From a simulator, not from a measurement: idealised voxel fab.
The process module that follows is named voxel released beams.
In the cross-section labelled cut, the width is 220 nm and each square cell is 5 nm.
Each cross-section below is a grid of square cells, stated as bands in top-down order, with one or more rows of cells making up each band. It is stipulated that each band's entry specify, in nanometres, the height of the top of the band and then that of its bottom, followed by the materials of the band in left-to-right sequence, each together with its width in nanometres. A single material marked by the word "everywhere" is understood to fill the band from edge to edge; the word "empty" is understood to denote empty space. We count height from 0. Below that, the starting wafer is all one material. The lowest band never ends at the bottom but goes on down; see "0 and below" for how that is written. Width spec "30->40" -> top row of cells at first value, bottom row at second value, equal per-row change in between. Basically "remained unchanged" means that step didn't change any cell in the cross-section. Enclosed empty spaces: empty space of 8 cells or more with no open way to the top, each as width x height at its distance from the left edge, in nm. On a step's line, text after the settings is the simulator commenting on that step. The line of a step may include "overlay nm". On a step with a mask, this value is how far to the right of its planned place the mask lay. A negative value means the mask lay to the left.
# Planned step list for the process
1 op RECEIVE | material Si
2 op CONFORMAL_DEP | material Al2O3 | thk nm 10
3 op DIRECTIONAL_DEP | material SiO2 | thk nm 10
4 op PATTERN | tone open | mask id ANCHOR | material resist | width nm 35 | thk nm 15 | overlay nm 0
5 op DIRECTIONAL_ETCH | etch materials SiO2 | depth nm 10
6 op STRIP | etch materials resist
7 op CONFORMAL_DEP | material polySi | thk nm 15
8 op DIRECTIONAL_DEP | material aC | thk nm 15
9 op PATTERN | tone cover | mask id BEAM | material resist | width nm 85 | thk nm 30 | overlay nm 0
10 op DIRECTIONAL_ETCH | etch materials aC | depth nm 15
11 op STRIP | etch materials resist
12 op DIRECTIONAL_ETCH | etch materials polySi | depth nm 15
13 op STRIP | etch materials aC
14 op STRIP | etch materials SiO2
# First of two wafers - as planned
# Delivered wafer in cross-section: state after step 1
0 and below | Si everywhere
Enclosed empty spaces: none
# Sectional view: wafer, after step 2
10 down to 0 | Al2O3 everywhere
Lower than 0, everything is as it was.
# Sectional view: wafer, after step 3
20 down to 10 | SiO2 everywhere
Lower than 10, everything is as it was.
# Sectional view: wafer, after step 4
35 down to 20 | resist=70 / empty=35 / resist=115
Lower than 20, everything is as it was.
# Sectional view: wafer, after step 5
35 down to 20 | resist=70 / empty=35 / resist=115
20 down to 10 | SiO2=70 / empty=35 / SiO2=115
Lower than 10, everything is as it was.
# Sectional view: wafer, after step 6
20 down to 10 | SiO2=70 / empty=35 / SiO2=115
Lower than 10, everything is as it was.
# Sectional view: wafer, after step 7
35 down to 25 | polySi=85 / empty=5 / polySi=130
25 down to 20 | polySi everywhere
20 down to 10 | SiO2=70 / polySi=35 / SiO2=115
Lower than 10, everything is as it was.
# Sectional view: wafer, after step 8
50 down to 40 | aC=85 / empty=5 / aC=130
40 down to 35 | aC everywhere
35 down to 25 | polySi=85 / aC=5 / polySi=130
Lower than 25, everything is as it was.
# Sectional view: wafer, after step 9
80 down to 50 | empty=65 / resist=85 / empty=70
50 down to 40 | aC=85 / resist=5 / aC=130
Lower than 40, everything is as it was.
# Sectional view: wafer, after step 10
65 down to 50 | empty=65 / resist=85 / empty=70
50 down to 40 | empty=65 / aC=20 / resist=5 / aC=60 / empty=70
40 down to 35 | empty=65 / aC=85 / empty=70
Lower than 35, everything is as it was.
# Sectional view: wafer, after step 11
50 down to 40 | empty=65 / aC=20 / empty=5 / aC=60 / empty=70
Lower than 40, everything is as it was.
# Sectional view: wafer, after step 12
50 down to 40 | empty=65 / aC=20 / empty=5 / aC=60 / empty=70
40 down to 35 | empty=65 / aC=85 / empty=70
35 down to 25 | empty=65 / polySi=20 / aC=5 / polySi=60 / empty=70
25 down to 20 | empty=65 / polySi=85 / empty=70
Lower than 20, everything is as it was.
# Sectional view: wafer, after step 13
35 down to 25 | empty=65 / polySi=20 / empty=5 / polySi=60 / empty=70
Lower than 25, everything is as it was.
# Sectional view: wafer, after step 14
35 down to 25 | empty=65 / polySi=20 / empty=5 / polySi=60 / empty=70
25 down to 20 | empty=65 / polySi=85 / empty=70
20 down to 10 | empty=70 / polySi=35 / empty=115
Lower than 10, everything is as it was.
# second wafer: like start, like plan, one mistake. Through step 3 it matches the first wafer
# Cross-section, second wafer, at the end time the plan gives for step 4
35 down to 20 | empty=70 / resist=35 / empty=115
Lower than 20, everything is as it was.
# Cross-section, second wafer, at the end time the plan gives for step 5
35 down to 20 | empty=70 / resist=35 / empty=115
20 down to 10 | empty=70 / SiO2=35 / empty=115
Lower than 10, everything is as it was.
# Cross-section, second wafer, at the end time the plan gives for step 6
20 down to 10 | empty=70 / SiO2=35 / empty=115
Lower than 10, everything is as it was.
# Cross-section, second wafer, at the end time the plan gives for step 7
35 down to 25 | empty=55 / polySi=65 / empty=100
25 down to 20 | polySi everywhere
20 down to 10 | polySi=70 / SiO2=35 / polySi=115
Lower than 10, everything is as it was.
# Cross-section, second wafer, at the end time the plan gives for step 8
50 down to 40 | empty=55 / aC=65 / empty=100
40 down to 35 | aC everywhere
35 down to 25 | aC=55 / polySi=65 / aC=100
Lower than 25, everything is as it was.
# Cross-section, second wafer, at the end time the plan gives for step 9
80 down to 50 | empty=65 / resist=85 / empty=70
50 down to 40 | empty=55 / aC=65 / resist=30 / empty=70
Lower than 40, everything is as it was.
# Cross-section, second wafer, at the end time the plan gives for step 10
65 down to 50 | empty=65 / resist=85 / empty=70
50 down to 40 | empty=65 / aC=55 / resist=30 / empty=70
40 down to 35 | empty=65 / aC=85 / empty=70
35 down to 25 | empty=55 / polySi=65 / aC=30 / empty=70
Lower than 25, everything is as it was.
# Cross-section, second wafer, at the end time the plan gives for step 11
50 down to 40 | empty=65 / aC=55 / empty=100
Lower than 40, everything is as it was.
# Cross-section, second wafer, at the end time the plan gives for step 12
50 down to 40 | empty=65 / aC=55 / empty=100
40 down to 35 | empty=65 / aC=85 / empty=70
35 down to 25 | empty=65 / polySi=55 / aC=30 / empty=70
25 down to 20 | empty=65 / polySi=85 / empty=70
20 down to 10 | empty=55 / polySi=15 / SiO2=35 / polySi=45 / empty=70
Lower than 10, everything is as it was.
# Cross-section, second wafer, at the end time the plan gives for step 13
35 down to 25 | empty=65 / polySi=55 / empty=100
Lower than 25, everything is as it was.
Cross-section, second wafer, at the end time the plan gives for step 14: remained unchanged
Here's what went sideways: step 4, actual vs plan mismatch, actual run op PATTERN | tone cover | mask id ANCHOR | material resist | width nm 35 | thk nm 15 | overlay nm 0
Heads up, by the end the second wafer has more or fewer cells of some materials compared to the first: +14 SiO2
